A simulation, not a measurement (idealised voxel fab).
Name of the process module below: voxel spacer lines
230 nm wide, 5 nm square cells: that's cross-section cut.
Throughout this document, each cross-section is represented as a grid of square cells and is presented as a sequence of bands enumerated from the top downward, where a band comprises one or more rows of cells. Read a band's entry like this: the first values are the height of its top and the height of its bottom in nm, and what follows is the sequence of materials from left to right, each with its width in nm. Note that "empty" is empty space, and that a single material marked "everywhere" reaches across the band from edge to edge. Basically, 0 is our baseline, since under it the wafer straight out of the box is all one material. The bottom band has no lower end and keeps on going down, so it looks like "0 down". Think of "30 to 40" as a width that walks from the first number to the second as you go down the band, top row to bottom row, taking equal-sized steps from row to row. "changes: none" -> step changed no cross-section cell. "Cavities, closed": empty spaces of 8 cells or more with no open way to the top, each given as width x height at distance, distance from the left edge, all in nm. Post-settings text on a step line: simulator's own remark regarding the step. Each step line may optionally specify "overlay nm", which for a step with a mask gives the rightward distance between the mask's planned place and where it lay, a negative value indicating the leftward direction.

**Here's what the planned process steps look like**
1. RECEIVE, material Si
2. CONFORMAL_DEP, material SiO2, thk nm 5
3. DIRECTIONAL_DEP, material polySi, thk nm 10
4. DIRECTIONAL_DEP, material aC, thk nm 20
5. PATTERN, tone cover, mask id MANDREL, material resist, width nm 20, pitch nm 70, thk nm 25, overlay nm 0
6. DIRECTIONAL_ETCH, etch materials aC, depth nm 20
7. STRIP, etch materials resist
8. CONFORMAL_DEP, material SiN, thk nm 15
9. DIRECTIONAL_ETCH, etch materials SiN, depth nm 15
10. STRIP, etch materials aC
11. DIRECTIONAL_ETCH, etch materials polySi, depth nm 10
12. STRIP, etch materials SiN
13. FILL_DEP, material lowk, thk nm 10
14. CMP, height nm 15

**Step 1 complete: cross-section of the wafer as received**
- 0 down: Si everywhere
- Cavities, closed: none

**End-of-module cross-section of the first of two wafers, processed as planned**
- 15 to 5: 55 lowk  15 polySi  20 lowk  15 polySi  20 lowk  15 polySi  20 lowk  15 polySi  55 lowk
- 5 to 0: SiO2 everywhere
- 0 down: Si everywhere
- Cavities, closed: none

**Wafer two, end of module, cross-section. Same start, same plan as wafer one. One mistake in the run**
- 15 to 5: 55 lowk  15 polySi  20 lowk  15 polySi  20 lowk  15 polySi  20 lowk  15 polySi  55 lowk
- 5 to 0: lowk everywhere
- 0 down: Si everywhere
- Cavities, closed: none
Run error: step 2 changed vs plan, executed as CONFORMAL_DEP, material lowk, thk nm 5
Wafer comparison, final, in cells, second relative to first, materials more or fewer: SiO2 -46, lowk +46
